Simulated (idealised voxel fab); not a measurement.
Process module, titled voxel self aligned contacts
Xsec cut, 215 nm wide, square cell size 5 nm.
If you're reading a cross-section in this doc, picture square cells in a grid; it comes to you as bands, top ones listed first down to the bottom, and a band can be one or more rows of cells. The band entry comprises the height of the band's top followed by the height of its bottom, expressed in nm, and subsequently the band's materials from left to right, each stated together with its width in nm. Where a single material is marked with the word "throughout", that material fills the band from edge to edge. The word "air" represents empty space. Height 0 is the level under which the wafer as received is all one material. The lowest band goes on downwards, as in "0 down". A two-number width, for instance "30..40", indicates that the width is equal to the first number in the top row of the band and to the second number in the bottom row, and that it changes by a constant amount per row of cells. "same as before" after a step means that no cell of the cross-section changed. The label "Sealed void list" introduces a list of the empty spaces, 8 cells or larger, that have no open way up to the top; each entry in it reads width x height at distance, where the distance is taken from the left edge and all three are stated in nm. The remark found on a step's line after its settings is issued by the simulator itself and pertains to that step. overlay nm: right-of-plan distance of the mask on a masked step; negative values mean left-of-plan.

-- Below is the list of planned process steps
| 1 | RECEIVE,material Si |
| 2 | CONFORMAL_DEP,material SiO2,thk nm 5 |
| 3 | DIRECTIONAL_DEP,material polySi,thk nm 20 |
| 4 | DIRECTIONAL_DEP,material SiN,thk nm 25 |
| 5 | MASKED_ETCH,tone cover,mask id GATE,width nm 25,pitch nm 65,etch materials SiN,depth nm 25,overlay nm 0 |
| 6 | MASKED_ETCH,tone cover,mask id GATE,width nm 25,pitch nm 65,etch materials polySi,depth nm 20,overlay nm 0 |
| 7 | CONFORMAL_DEP,material SiN,thk nm 5 |
| 8 | DIRECTIONAL_ETCH,etch materials SiN,depth nm 10 |
| 9 | FILL_DEP,material SiO2,thk nm 20 |
| 10 | CMP,height nm 60 |
| 11 | DIRECTIONAL_DEP,material aC,thk nm 15 |
| 12 | PATTERN,tone open,mask id CONTACT,material resist,width nm 50,pitch nm 65,thk nm 35,overlay nm 0 |
| 13 | DIRECTIONAL_ETCH,etch materials aC,depth nm 15 |
| 14 | STRIP,etch materials resist |
| 15 | DIRECTIONAL_ETCH,etch materials SiO2,depth nm 60 |
| 16 | STRIP,etch materials aC |
| 17 | CONFORMAL_DEP,material TiN,thk nm 5 |
| 18 | FILL_DEP,material Ru,thk nm 5 |
| 19 | CMP,height nm 60 |
| 20 | CONFORMAL_DEP,material SiCN,thk nm 5 |
It is noted that the wafers described herein are identical at the outset and are distinguished by the thk nm of step 7; the value stated in the plan corresponds to the first wafer.

-- Sectional view: first of several wafers, as received, after step 1
* 0 down: Si throughout
* Sealed void list: none

-- Post step 20, the closing step of the module: first of several wafers, cross-sectioned
* 65 to 60: SiCN throughout
* 60 to 50: SiO2=50; TiN=5; Ru=40; TiN=5; SiO2=15; TiN=5; Ru=40; TiN=5; SiO2=50
* 50 to 45: SiO2=50; TiN=15; Ru=20; TiN=15; SiO2=15; TiN=15; Ru=20; TiN=15; SiO2=50
* 45 to 25: SiO2=25; SiN=35; TiN=5; Ru=20; TiN=5; SiN=35; TiN=5; Ru=20; TiN=5; SiN=35; SiO2=25
* 25 to 5: SiO2=25; SiN=5; polySi=25; SiN=5; TiN=5; Ru=20; TiN=5; SiN=5; polySi=25; SiN=5; TiN=5; Ru=20; TiN=5; SiN=5; polySi=25; SiN=5; SiO2=25
* 5 to 0: SiO2=60; TiN=30; SiO2=35; TiN=30; SiO2=60
* 0 down: Si throughout
* Sealed void list: none

-- Module end, final wafer: cross-section
* 65 to 60: SiCN throughout
* 60 to 25: SiO2=5; SiN=205; SiO2=5
* 25 to 20: SiO2=5; SiN=25; polySi=25; SiN=40; polySi=25; SiN=40; polySi=25; SiN=25; SiO2=5
* 20 to 5: SiN=30; polySi=25; SiN=40; polySi=25; SiN=40; polySi=25; SiN=30
* 5 to 0: SiO2 throughout
* 0 down: Si throughout
* Sealed void list: none

-- each wafer at the end: cells of each material gained (+) or lost (-) since it was received, then its closed voids
thk nm 5 | +104 Ru | +43 SiCN | +108 SiN | +180 SiO2 | +64 TiN | +60 polySi | Sealed void list: none
thk nm 10 | +56 Ru | +43 SiCN | +183 SiN | +153 SiO2 | +64 TiN | +60 polySi | Sealed void list: none
thk nm 15 | +43 SiCN | +280 SiN | +120 SiO2 | +56 TiN | +60 polySi | Sealed void list: none
thk nm 20 | +43 SiCN | +377 SiN | +79 SiO2 | +60 polySi | Sealed void list: none
thk nm 25 | +43 SiCN | +397 SiN | +59 SiO2 | +60 polySi | Sealed void list: none
